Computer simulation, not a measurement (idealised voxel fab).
Process module in this document: voxel capacitor over wiring
Square cells of 5 nm make up the cross-section cut, whose width is 220 nm.
A cross-section is written here as square cells arranged in a grid, and it is given in bands from the top down, each band taking up one or more rows of cells. This entry defines a band. It first specifies the height of the band's top and the height of its bottom in nm, and then specifies the band's materials from left to right, stating each material with its width in nm. The word "all across" identifies a single material that fills the band from edge to edge, while the word "empty" identifies empty space. Zero point of the height axis is 0; under it, received wafer = one material. Lowest band: continues down indefinitely, "z 0 and below". Note: "30 to 40" means the width goes from the first number (top row of the band) to the second number (bottom row) in equal steps per row of cells. No cell of the cross-section changed in a step that is given as "everything unchanged". Each empty space that has no open way to the top and spans at least 8 cells appears under "Unvented voids" as width x height at distance, the distance counted from the left edge, all in nm. Where a step's line continues beyond its settings, the continuation is a remark by the simulator itself on that step. "overlay nm", when on a step's line for a step with a mask, measures how far to the right of its planned place the mask lay; a negative measure means to the left.

-- Planned step list for the process
1) RECEIVE,material Si
2) CONFORMAL_DEP,material SiO2,thk nm 10
3) CONFORMAL_DEP,material SiCN,thk nm 5
4) DIRECTIONAL_DEP,material lowk,thk nm 20
5) DIRECTIONAL_DEP,material aC,thk nm 15
6) PATTERN,tone open,mask id METAL_1,material resist,width nm 30,pitch nm 90,thk nm 30,overlay nm 0
7) DIRECTIONAL_ETCH,etch materials aC,depth nm 15
8) STRIP,etch materials resist
9) DIRECTIONAL_ETCH,etch materials lowk,depth nm 20
10) DIRECTIONAL_ETCH,etch materials SiCN,depth nm 5
11) STRIP,etch materials aC
12) CONFORMAL_DEP,material TiN,thk nm 5
13) FILL_DEP,material Cu,thk nm 10
14) CMP,height nm 35
15) CONFORMAL_DEP,material SiCN,thk nm 5
16) DIRECTIONAL_DEP,material lowk,thk nm 10
17) PATTERN,tone open,mask id PLUG_1,material resist,width nm 15,thk nm 15,overlay nm 0
18) DIRECTIONAL_ETCH,etch materials lowk,depth nm 10
19) DIRECTIONAL_ETCH,etch materials SiCN,depth nm 5
20) STRIP,etch materials resist
21) CONFORMAL_DEP,material TiN,thk nm 5
22) FILL_DEP,material Ru,thk nm 5
23) CMP,height nm 50
24) DIRECTIONAL_DEP,material TiN,thk nm 10
25) DIRECTIONAL_DEP,material SiN,thk nm 5
26) DIRECTIONAL_DEP,material TiN,thk nm 10
27) DIRECTIONAL_DEP,material aC,thk nm 15
28) PATTERN,tone cover,mask id UPPER_PLATE,material resist,width nm 65,thk nm 35,overlay nm 0
29) DIRECTIONAL_ETCH,etch materials aC,depth nm 15
30) STRIP,etch materials resist
31) DIRECTIONAL_ETCH,etch materials TiN,depth nm 10
32) DIRECTIONAL_ETCH,etch materials SiN,depth nm 5
33) STRIP,etch materials aC
34) PATTERN,tone cover,mask id LOWER_PLATE,material resist,width nm 75,thk nm 20,overlay nm 0
35) DIRECTIONAL_ETCH,etch materials TiN,depth nm 10
36) STRIP,etch materials resist
37) FILL_DEP,material SiO2,thk nm 15
38) CMP,height nm 85
39) DIRECTIONAL_DEP,material aC,thk nm 15
40) PATTERN,tone open,mask id PLUG_2,material resist,width nm 15,thk nm 30,overlay nm 0
41) DIRECTIONAL_ETCH,etch materials aC,depth nm 15
42) STRIP,etch materials resist
43) DIRECTIONAL_ETCH,etch materials SiO2,depth nm 10
44) STRIP,etch materials aC
45) CONFORMAL_DEP,material TiN,thk nm 5
46) FILL_DEP,material Ru,thk nm 10
47) CMP,height nm 85
48) CONFORMAL_DEP,material SiN,thk nm 5

-- First wafer of two (run as planned)

-- Cross-section: wafer on arrival = after step 1
* z 0 and below | Si all across
* Unvented voids: none

-- You're looking at a cross-section of the wafer after step 2
* z 10 to 0 | SiO2 all across
* At heights below 0, the structure remains unaltered.

-- You're looking at a cross-section of the wafer after step 3
* z 15 to 10 | SiCN all across
* At heights below 10, the structure remains unaltered.

-- You're looking at a cross-section of the wafer after step 4
* z 35 to 15 | lowk all across
* At heights below 15, the structure remains unaltered.

-- You're looking at a cross-section of the wafer after step 5
* z 50 to 35 | aC all across
* At heights below 35, the structure remains unaltered.

-- You're looking at a cross-section of the wafer after step 6
* z 80 to 50 | resist (50) / empty (30) / resist (60) / empty (30) / resist (50)
* At heights below 50, the structure remains unaltered.

-- You're looking at a cross-section of the wafer after step 7
* z 65 to 50 | resist (50) / empty (30) / resist (60) / empty (30) / resist (50)
* z 50 to 35 | aC (50) / empty (30) / aC (60) / empty (30) / aC (50)
* At heights below 35, the structure remains unaltered.

-- You're looking at a cross-section of the wafer after step 8
* z 50 to 35 | aC (50) / empty (30) / aC (60) / empty (30) / aC (50)
* At heights below 35, the structure remains unaltered.

-- You're looking at a cross-section of the wafer after step 9
* z 50 to 35 | aC (50) / empty (30) / aC (60) / empty (30) / aC (50)
* z 35 to 15 | lowk (50) / empty (30) / lowk (60) / empty (30) / lowk (50)
* At heights below 15, the structure remains unaltered.

-- You're looking at a cross-section of the wafer after step 10
* z 50 to 35 | aC (50) / empty (30) / aC (60) / empty (30) / aC (50)
* z 35 to 15 | lowk (50) / empty (30) / lowk (60) / empty (30) / lowk (50)
* z 15 to 10 | SiCN (50) / empty (30) / SiCN (60) / empty (30) / SiCN (50)
* At heights below 10, the structure remains unaltered.

-- You're looking at a cross-section of the wafer after step 11
* z 35 to 15 | lowk (50) / empty (30) / lowk (60) / empty (30) / lowk (50)
* At heights below 15, the structure remains unaltered.

-- You're looking at a cross-section of the wafer after step 12
* z 40 to 35 | TiN (55) / empty (20) / TiN (70) / empty (20) / TiN (55)
* z 35 to 15 | lowk (50) / TiN (5) / empty (20) / TiN (5) / lowk (60) / TiN (5) / empty (20) / TiN (5) / lowk (50)
* z 15 to 10 | SiCN (50) / TiN (30) / SiCN (60) / TiN (30) / SiCN (50)
* At heights below 10, the structure remains unaltered.

-- You're looking at a cross-section of the wafer after step 13
* z 50 to 40 | Cu all across
* z 40 to 35 | TiN (55) / Cu (20) / TiN (70) / Cu (20) / TiN (55)
* z 35 to 15 | lowk (50) / TiN (5) / Cu (20) / TiN (5) / lowk (60) / TiN (5) / Cu (20) / TiN (5) / lowk (50)
* At heights below 15, the structure remains unaltered.

-- You're looking at a cross-section of the wafer after step 14
* z 35 to 15 | lowk (50) / TiN (5) / Cu (20) / TiN (5) / lowk (60) / TiN (5) / Cu (20) / TiN (5) / lowk (50)
* At heights below 15, the structure remains unaltered.

-- You're looking at a cross-section of the wafer after step 15
* z 40 to 35 | SiCN all across
* At heights below 35, the structure remains unaltered.

-- You're looking at a cross-section of the wafer after step 16
* z 50 to 40 | lowk all across
* At heights below 40, the structure remains unaltered.

-- You're looking at a cross-section of the wafer after step 17
* z 65 to 50 | resist (65) / empty (15) / resist (140)
* At heights below 50, the structure remains unaltered.

-- You're looking at a cross-section of the wafer after step 18
* z 65 to 50 | resist (65) / empty (15) / resist (140)
* z 50 to 40 | lowk (65) / empty (15) / lowk (140)
* At heights below 40, the structure remains unaltered.

-- You're looking at a cross-section of the wafer after step 19
* z 65 to 50 | resist (65) / empty (15) / resist (140)
* z 50 to 40 | lowk (65) / empty (15) / lowk (140)
* z 40 to 35 | SiCN (65) / empty (15) / SiCN (140)
* At heights below 35, the structure remains unaltered.

-- You're looking at a cross-section of the wafer after step 20
* z 50 to 40 | lowk (65) / empty (15) / lowk (140)
* At heights below 40, the structure remains unaltered.

-- You're looking at a cross-section of the wafer after step 21
* z 55 to 50 | TiN (70) / empty (5) / TiN (145)
* z 50 to 40 | lowk (65) / TiN (5) / empty (5) / TiN (5) / lowk (140)
* z 40 to 35 | SiCN (65) / TiN (15) / SiCN (140)
* At heights below 35, the structure remains unaltered.

-- You're looking at a cross-section of the wafer after step 22
* z 60 to 55 | Ru all across
* z 55 to 50 | TiN (70) / Ru (5) / TiN (145)
* z 50 to 40 | lowk (65) / TiN (5) / Ru (5) / TiN (5) / lowk (140)
* At heights below 40, the structure remains unaltered.

-- You're looking at a cross-section of the wafer after step 23
* z 50 to 40 | lowk (65) / TiN (5) / Ru (5) / TiN (5) / lowk (140)
* At heights below 40, the structure remains unaltered.

-- You're looking at a cross-section of the wafer after step 24
* z 60 to 50 | TiN all across
* At heights below 50, the structure remains unaltered.

-- You're looking at a cross-section of the wafer after step 25
* z 65 to 60 | SiN all across
* At heights below 60, the structure remains unaltered.

-- You're looking at a cross-section of the wafer after step 26
* z 75 to 65 | TiN all across
* At heights below 65, the structure remains unaltered.

-- You're looking at a cross-section of the wafer after step 27
* z 90 to 75 | aC all across
* At heights below 75, the structure remains unaltered.

-- You're looking at a cross-section of the wafer after step 28
* z 125 to 90 | empty (65) / resist (65) / empty (90)
* At heights below 90, the structure remains unaltered.

-- You're looking at a cross-section of the wafer after step 29
* z 110 to 90 | empty (65) / resist (65) / empty (90)
* z 90 to 75 | empty (65) / aC (65) / empty (90)
* At heights below 75, the structure remains unaltered.

-- You're looking at a cross-section of the wafer after step 30
* z 90 to 75 | empty (65) / aC (65) / empty (90)
* At heights below 75, the structure remains unaltered.

-- You're looking at a cross-section of the wafer after step 31
* z 90 to 75 | empty (65) / aC (65) / empty (90)
* z 75 to 65 | empty (65) / TiN (65) / empty (90)
* At heights below 65, the structure remains unaltered.

-- You're looking at a cross-section of the wafer after step 32
* z 90 to 75 | empty (65) / aC (65) / empty (90)
* z 75 to 65 | empty (65) / TiN (65) / empty (90)
* z 65 to 60 | empty (65) / SiN (65) / empty (90)
* At heights below 60, the structure remains unaltered.

-- You're looking at a cross-section of the wafer after step 33
* z 75 to 65 | empty (65) / TiN (65) / empty (90)
* At heights below 65, the structure remains unaltered.

-- You're looking at a cross-section of the wafer after step 34
* z 95 to 75 | empty (60) / resist (75) / empty (85)
* z 75 to 65 | empty (60) / resist (5) / TiN (65) / resist (5) / empty (85)
* z 65 to 60 | empty (60) / resist (5) / SiN (65) / resist (5) / empty (85)
* At heights below 60, the structure remains unaltered.

-- You're looking at a cross-section of the wafer after step 35
* z 95 to 75 | empty (60) / resist (75) / empty (85)
* z 75 to 65 | empty (60) / resist (5) / TiN (65) / resist (5) / empty (85)
* z 65 to 60 | empty (60) / resist (5) / SiN (65) / resist (5) / empty (85)
* z 60 to 50 | empty (60) / TiN (75) / empty (85)
* At heights below 50, the structure remains unaltered.

-- You're looking at a cross-section of the wafer after step 36
* z 75 to 65 | empty (65) / TiN (65) / empty (90)
* z 65 to 60 | empty (65) / SiN (65) / empty (90)
* At heights below 60, the structure remains unaltered.

-- You're looking at a cross-section of the wafer after step 37
* z 90 to 75 | SiO2 all across
* z 75 to 65 | SiO2 (65) / TiN (65) / SiO2 (90)
* z 65 to 60 | SiO2 (65) / SiN (65) / SiO2 (90)
* z 60 to 50 | SiO2 (60) / TiN (75) / SiO2 (85)
* At heights below 50, the structure remains unaltered.

-- You're looking at a cross-section of the wafer after step 38
* z 85 to 75 | SiO2 all across
* At heights below 75, the structure remains unaltered.

-- You're looking at a cross-section of the wafer after step 39
* z 100 to 85 | aC all across
* At heights below 85, the structure remains unaltered.

-- You're looking at a cross-section of the wafer after step 40
* z 130 to 100 | resist (75) / empty (15) / resist (130)
* At heights below 100, the structure remains unaltered.

-- You're looking at a cross-section of the wafer after step 41
* z 115 to 100 | resist (75) / empty (15) / resist (130)
* z 100 to 85 | aC (75) / empty (15) / aC (130)
* At heights below 85, the structure remains unaltered.

-- You're looking at a cross-section of the wafer after step 42
* z 100 to 85 | aC (75) / empty (15) / aC (130)
* At heights below 85, the structure remains unaltered.

-- You're looking at a cross-section of the wafer after step 43
* z 100 to 85 | aC (75) / empty (15) / aC (130)
* z 85 to 75 | SiO2 (75) / empty (15) / SiO2 (130)
* At heights below 75, the structure remains unaltered.

-- You're looking at a cross-section of the wafer after step 44
* z 85 to 75 | SiO2 (75) / empty (15) / SiO2 (130)
* At heights below 75, the structure remains unaltered.

-- You're looking at a cross-section of the wafer after step 45
* z 90 to 85 | TiN (80) / empty (5) / TiN (135)
* z 85 to 80 | SiO2 (75) / TiN (5) / empty (5) / TiN (5) / SiO2 (130)
* z 80 to 75 | SiO2 (75) / TiN (15) / SiO2 (130)
* At heights below 75, the structure remains unaltered.

-- You're looking at a cross-section of the wafer after step 46
* z 100 to 90 | Ru all across
* z 90 to 85 | TiN (80) / Ru (5) / TiN (135)
* z 85 to 80 | SiO2 (75) / TiN (5) / Ru (5) / TiN (5) / SiO2 (130)
* At heights below 80, the structure remains unaltered.

-- You're looking at a cross-section of the wafer after step 47
* z 85 to 80 | SiO2 (75) / TiN (5) / Ru (5) / TiN (5) / SiO2 (130)
* At heights below 80, the structure remains unaltered.

-- You're looking at a cross-section of the wafer after step 48
* z 90 to 85 | SiN all across
* At heights below 85, the structure remains unaltered.

-- Second Wafer (Identical Start and Plan, One Processing Error; Matches First Wafer Through Step 39)

-- Cross-sectional view of the second wafer at the intended end time of process step 40
* z 130 to 100 | empty (75) / resist (15) / empty (130)
* At heights below 100, the structure remains unaltered.

-- Cross-sectional view of the second wafer at the intended end time of process step 41
* z 115 to 100 | empty (75) / resist (15) / empty (130)
* z 100 to 85 | empty (75) / aC (15) / empty (130)
* At heights below 85, the structure remains unaltered.

-- Cross-sectional view of the second wafer at the intended end time of process step 42
* z 100 to 85 | empty (75) / aC (15) / empty (130)
* At heights below 85, the structure remains unaltered.

-- Cross-sectional view of the second wafer at the intended end time of process step 43
* z 100 to 85 | empty (75) / aC (15) / empty (130)
* z 85 to 75 | empty (75) / SiO2 (15) / empty (130)
* At heights below 75, the structure remains unaltered.

-- Cross-sectional view of the second wafer at the intended end time of process step 44
* z 85 to 75 | empty (75) / SiO2 (15) / empty (130)
* At heights below 75, the structure remains unaltered.

-- Cross-sectional view of the second wafer at the intended end time of process step 45
* z 90 to 85 | empty (70) / TiN (25) / empty (125)
* z 85 to 80 | empty (70) / TiN (5) / SiO2 (15) / TiN (5) / empty (125)
* z 80 to 75 | TiN (75) / SiO2 (15) / TiN (130)
* At heights below 75, the structure remains unaltered.

-- Cross-sectional view of the second wafer at the intended end time of process step 46
* z 100 to 90 | Ru all across
* z 90 to 85 | Ru (70) / TiN (25) / Ru (125)
* z 85 to 80 | Ru (70) / TiN (5) / SiO2 (15) / TiN (5) / Ru (125)
* At heights below 80, the structure remains unaltered.

-- Cross-sectional view of the second wafer at the intended end time of process step 47
* z 85 to 80 | Ru (70) / TiN (5) / SiO2 (15) / TiN (5) / Ru (125)
* At heights below 80, the structure remains unaltered.

-- Cross-sectional view of the second wafer at the intended end time of process step 48
* z 90 to 85 | SiN all across
* At heights below 85, the structure remains unaltered.
Error vs. plan: step 40 changed vs plan, executed as PATTERN,tone cover,mask id PLUG_2,material resist,width nm 15,thk nm 30,overlay nm 0
Final comparison by cell count, materials where the second wafer has more or fewer than the first: 38 more of Ru, 76 fewer of SiO2, 38 more of TiN
